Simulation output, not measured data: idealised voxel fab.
process module | voxel transistor to metal
cross-section cut | 210 nm wide | cells 5 nm
A cross-section is a grid of square cells, given in bands from the top down. A band is one or more rows of cells.
Each band's line starts with the height of the band's top and of its bottom, in nm. Then come its materials from left to right, each with its width in nm. One material with "throughout" fills the band from edge to edge. "air" is empty space.
Height 0 is the level under which the wafer as received is all one material. The lowest band goes on downwards, as in "0 down".
A width such as "30 to 40" changes by the same amount from each row of cells to the next, from the band's top row to its bottom row.
"no change" after a step means that no cell of the cross-section changed.
closed voids: empty space of 8 cells or more with no open way to the top, each as width x height at its distance from the left edge, in nm
after a step's settings: what the simulator itself notes on the step
overlay nm, on a step with a mask: how far to the right of its planned place the mask lay; to the left if negative
plan
1 op RECEIVE | material Si
2 op OXIDIZE | depth nm 5
3 op CONFORMAL_DEP | material SiN | thk nm 15
4 op PATTERN | tone cover | mask id ACTIVE | material resist | width nm 115 | thk nm 15 | overlay nm 0
5 op DIRECTIONAL_ETCH | etch materials SiN | depth nm 15
6 op DIRECTIONAL_ETCH | etch materials SiO2 | depth nm 5
7 op DIRECTIONAL_ETCH | etch materials Si | depth nm 30
8 op STRIP | etch materials resist
9 op OXIDIZE | depth nm 5
10 op FILL_DEP | material SiO2 | thk nm 10
11 op CMP | height nm 15
12 op SELECTIVE_ETCH | etch materials SiO2 | depth nm 10
13 op STRIP | etch materials SiN
14 op SELECTIVE_ETCH | etch materials SiO2 | depth nm 5
15 op OXIDIZE | depth nm 5
16 op DIRECTIONAL_DEP | material polySi | thk nm 20
17 op DIRECTIONAL_DEP | material SiCN | thk nm 15
18 op DIRECTIONAL_DEP | material aC | thk nm 10
19 op PATTERN | tone cover | mask id GATE | material resist | width nm 25 | thk nm 25 | overlay nm 0
20 op DIRECTIONAL_ETCH | etch materials aC | depth nm 10
21 op STRIP | etch materials resist
22 op DIRECTIONAL_ETCH | etch materials SiCN | depth nm 25
23 op DIRECTIONAL_ETCH | etch materials polySi | depth nm 30
24 op STRIP | etch materials aC
25 op CONFORMAL_DEP | material SiO2 | thk nm 5
26 op DIRECTIONAL_ETCH | etch materials SiO2 | depth nm 5
27 op CONFORMAL_DEP | material SiN | thk nm 5
28 op DIRECTIONAL_ETCH | etch materials SiN | depth nm 5
29 op DIRECTIONAL_ETCH | etch materials SiO2 | depth nm 5
30 op DIRECTIONAL_ETCH | etch materials Si | depth nm 5
31 op EPI | material SiGe | thk nm 10
32 op FILL_DEP | material SiO2 | thk nm 5
33 op CMP | height nm 30
34 op DIRECTIONAL_DEP | material SiO2 | thk nm 10
35 op DIRECTIONAL_DEP | material aC | thk nm 10
36 op PATTERN | tone open | mask id CONTACT | material resist | width nm 35 | pitch nm 70 | thk nm 30 | overlay nm 0
37 op DIRECTIONAL_ETCH | etch materials aC | depth nm 10
38 op STRIP | etch materials resist
39 op DIRECTIONAL_ETCH | etch materials SiO2 | depth nm 45
40 op STRIP | etch materials aC
41 op CONFORMAL_DEP | material TiN | thk nm 5
42 op FILL_DEP | material Ru | thk nm 5
43 op CMP | height nm 40
44 op DIRECTIONAL_DEP | material TiN | thk nm 5
45 op DIRECTIONAL_DEP | material W | thk nm 15
46 op MASKED_ETCH | tone cover | mask id METAL_1 | width nm 20 | pitch nm 85 | etch materials W | depth nm 15 | overlay nm 0
47 op MASKED_ETCH | tone cover | mask id METAL_1 | width nm 20 | pitch nm 85 | etch materials TiN | depth nm 5 | overlay nm 0
48 op CONFORMAL_DEP | material SiN | thk nm 5
49 op FILL_DEP | material SiO2 | thk nm 10
50 op CMP | height nm 60
51 op CONFORMAL_DEP | material SiCN | thk nm 5
52 op DIRECTIONAL_DEP | material SiO2 | thk nm 25
53 op PATTERN | tone open | mask id METAL_2 | material resist | width nm 20 | pitch nm 85 | thk nm 20 | overlay nm 0
54 op DIRECTIONAL_ETCH | etch materials SiO2 | depth nm 15
55 op STRIP | etch materials resist
56 op PATTERN | tone open | mask id METAL_2_HOLES | material resist | width nm 15 | pitch nm 85 | thk nm 20 | overlay nm 0
57 op DIRECTIONAL_ETCH | etch materials SiO2 | depth nm 10
58 op DIRECTIONAL_ETCH | etch materials SiCN | depth nm 5
59 op STRIP | etch materials resist
60 op CONFORMAL_DEP | material TiN | thk nm 5
61 op FILL_DEP | material Cu | thk nm 5
62 op CMP | height nm 90
63 op CONFORMAL_DEP | material SiN | thk nm 5
as received, after step 1
  0 down: Si throughout
  closed voids: none
first wafer at the end, as planned
  95 to 90: SiN throughout
  90 to 80: SiO2 50 | TiN 5 | Cu 10 | TiN 5 | SiO2 65 | TiN 5 | Cu 10 | TiN 5 | SiO2 55
  80 to 75: SiO2 50 | TiN 5 | Cu 5 | TiN 10 | SiO2 65 | TiN 5 | Cu 5 | TiN 10 | SiO2 55
  75 to 65: SiO2 50 | TiN 5 | Cu 5 | TiN 5 | SiO2 70 | TiN 5 | Cu 5 | TiN 5 | SiO2 60
  65 to 60: SiCN 50 | TiN 15 | SiCN 70 | TiN 15 | SiCN 60
  60 to 45: SiO2 45 | SiN 5 | W 20 | SiN 5 | SiO2 55 | SiN 5 | W 20 | SiN 5 | SiO2 50
  45 to 40: SiN 50 | TiN 20 | SiN 65 | TiN 20 | SiN 55
  40 to 30: SiO2 50 | TiN 5 | Ru 25 to 20 | TiN 5 to 10 | SiO2 35 | TiN 5 to 10 | Ru 25 to 20 | TiN 5 | SiO2 55
  30 to 15: SiO2 50 | TiN 5 | Ru 20 | TiN 5 | SiN 5 | SiO2 5 | SiCN 25 | SiO2 5 | SiN 5 | TiN 5 | Ru 20 | TiN 5 | SiO2 55
  15 to 5: SiO2 50 | TiN 5 | Ru 20 | TiN 5 | SiN 5 | SiO2 5 | polySi 25 | SiO2 5 | SiN 5 | TiN 5 | Ru 20 | TiN 5 | SiO2 55
  5 to 0: SiO2 50 | TiN 5 | Ru 10 | TiN 15 | SiN 5 | SiO2 5 | polySi 25 | SiO2 5 | SiN 5 | TiN 15 | Ru 10 | TiN 5 | SiO2 55
  0 to -5: SiO2 45 | SiN 5 | TiN 20 | SiGe 10 | SiN 5 | SiO2 5 | polySi 25 | SiO2 5 | SiN 5 | SiGe 10 | TiN 20 | SiN 5 | SiO2 50
  -5 to -10: SiO2 50 | SiGe 30 | SiO2 45 | SiGe 30 | SiO2 55
  -10 to -15: SiO2 50 | SiGe 30 | Si 45 | SiGe 30 | SiO2 55
  -15 to -40: SiO2 50 | Si 105 | SiO2 55
  -40 down: Si throughout
  closed voids: none
second wafer at the end: like start, like plan, one mistake
  95 to 90: SiN throughout
  90 to 80: SiO2 50 | TiN 5 | Cu 10 | TiN 5 | SiO2 65 | TiN 5 | Cu 10 | TiN 5 | SiO2 55
  80 to 75: SiO2 50 | TiN 5 | Cu 5 | TiN 10 | SiO2 65 | TiN 5 | Cu 5 | TiN 10 | SiO2 55
  75 to 65: SiO2 50 | TiN 5 | Cu 5 | TiN 5 | SiO2 70 | TiN 5 | Cu 5 | TiN 5 | SiO2 60
  65 to 60: SiCN 50 | TiN 15 | SiCN 70 | TiN 15 | SiCN 60
  60 to 55: SiO2 45 | SiN 5 | W 20 | SiN 5 | SiO2 55 | SiN 5 | W 20 | SiN 5 | SiO2 50
  55 to 50: SiN 50 | TiN 20 | SiN 65 | TiN 20 | SiN 55
  50 to 40: TiN throughout
  40 to 30: SiO2 50 | TiN 5 | Ru 25 to 20 | TiN 5 to 10 | SiO2 35 | TiN 5 to 10 | Ru 25 to 20 | TiN 5 | SiO2 55
  30 to 15: SiO2 50 | TiN 5 | Ru 20 | TiN 5 | SiN 5 | SiO2 5 | SiCN 25 | SiO2 5 | SiN 5 | TiN 5 | Ru 20 | TiN 5 | SiO2 55
  15 to 5: SiO2 50 | TiN 5 | Ru 20 | TiN 5 | SiN 5 | SiO2 5 | polySi 25 | SiO2 5 | SiN 5 | TiN 5 | Ru 20 | TiN 5 | SiO2 55
  5 to 0: SiO2 50 | TiN 5 | Ru 10 | TiN 15 | SiN 5 | SiO2 5 | polySi 25 | SiO2 5 | SiN 5 | TiN 15 | Ru 10 | TiN 5 | SiO2 55
  0 to -5: SiO2 45 | SiN 5 | TiN 20 | SiGe 10 | SiN 5 | SiO2 5 | polySi 25 | SiO2 5 | SiN 5 | SiGe 10 | TiN 20 | SiN 5 | SiO2 50
  -5 to -10: SiO2 50 | SiGe 30 | SiO2 45 | SiGe 30 | SiO2 55
  -10 to -15: SiO2 50 | SiGe 30 | Si 45 | SiGe 30 | SiO2 55
  -15 to -40: SiO2 50 | Si 105 | SiO2 55
  -40 down: Si throughout
  closed voids: none
what went wrong: step 44 ran as: op DIRECTIONAL_DEP | material TiN | thk nm 15
at the end the second wafer has, in cells: 8 fewer of SiN | 60 fewer of SiO2 | 84 more of TiN | 16 fewer of W
